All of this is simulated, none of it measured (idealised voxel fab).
Process module under the name voxel trench capacitor
FYI the section here is cut, 285 nm wide, cells are 5 nm squares.
A cross-section is a grid of square cells, given in bands from the top down. A band is one or more rows of cells.
Top, bottom (nm), then materials left to right with widths (nm); lone material tagged "all across" fills the whole band edge to edge; "blank" = empty space.
Height 0 is the level under which the wafer as received is all one material. The lowest band goes on downwards, as in "0 nm and below".
You'd read "30..40" like this: the band's top row of cells is as wide as the first number, its bottom row is as wide as the second, and going down, every row changes width by the same amount as the row before did.
Any step labelled "nothing was modified" changed none of the cells in the cross-section.
If an empty space has no open way to the top and is at least 8 cells in size, "Unvented internal voids" lists it, written width x height at distance, where distance is measured from the left edge and every value is in nm.
It should be noted that, on the line of a given step, the content following the step's settings is a remark produced by the simulator itself with respect to that step.
Among the settings permitted on a step's line is "overlay nm"; applied to a step with a mask, it specifies the extent to which the mask lay to the right of its planned position, whereas a negative figure signifies a position to the left.
[The process steps that were planned are listed below]
1,op RECEIVE | material Si
2,op CONFORMAL_DEP | material SiN | thk nm 5
3,op MASKED_ETCH | tone open | mask id TRENCH | width nm 20 | pitch nm 45 | etch materials SiN | depth nm 5 | overlay nm 0
4,op MASKED_ETCH | tone open | mask id TRENCH | width nm 20 | pitch nm 45 | etch materials Si | depth nm 25 | overlay nm 0
5,op CONFORMAL_DEP | material SiO2 | thk nm 5
6,op FILL_DEP | material polySi | thk nm 5
7,op CMP | height nm 5
[Cross-section of the wafer at receipt, which is the condition after step 1]
* 0 nm and below = Si all across
* Unvented internal voids: none
[Figure: cross-sectional view of the wafer upon completion of the module, processed from the initial state and according to the plan depicted above, with one error introduced during execution]
* 5 nm to 0 nm = 90 of SiO2 | 10 of polySi | 35 of SiO2 | 10 of polySi | 35 of SiO2 | 10 of polySi | 95 of SiO2
* 0 nm to -20 nm = 85 of Si | 5 of SiO2 | 10 of polySi | 5 of SiO2 | 25 of Si | 5 of SiO2 | 10 of polySi | 5 of SiO2 | 25 of Si | 5 of SiO2 | 10 of polySi | 5 of SiO2 | 90 of Si
* -20 nm to -25 nm = 85 of Si | 20 of SiO2 | 25 of Si | 20 of SiO2 | 25 of Si | 20 of SiO2 | 90 of Si
* -25 nm and below = Si all across
* Unvented internal voids: none
What went wrong in running the wafer? with respect to the plan, step 2 was omitted and not executed
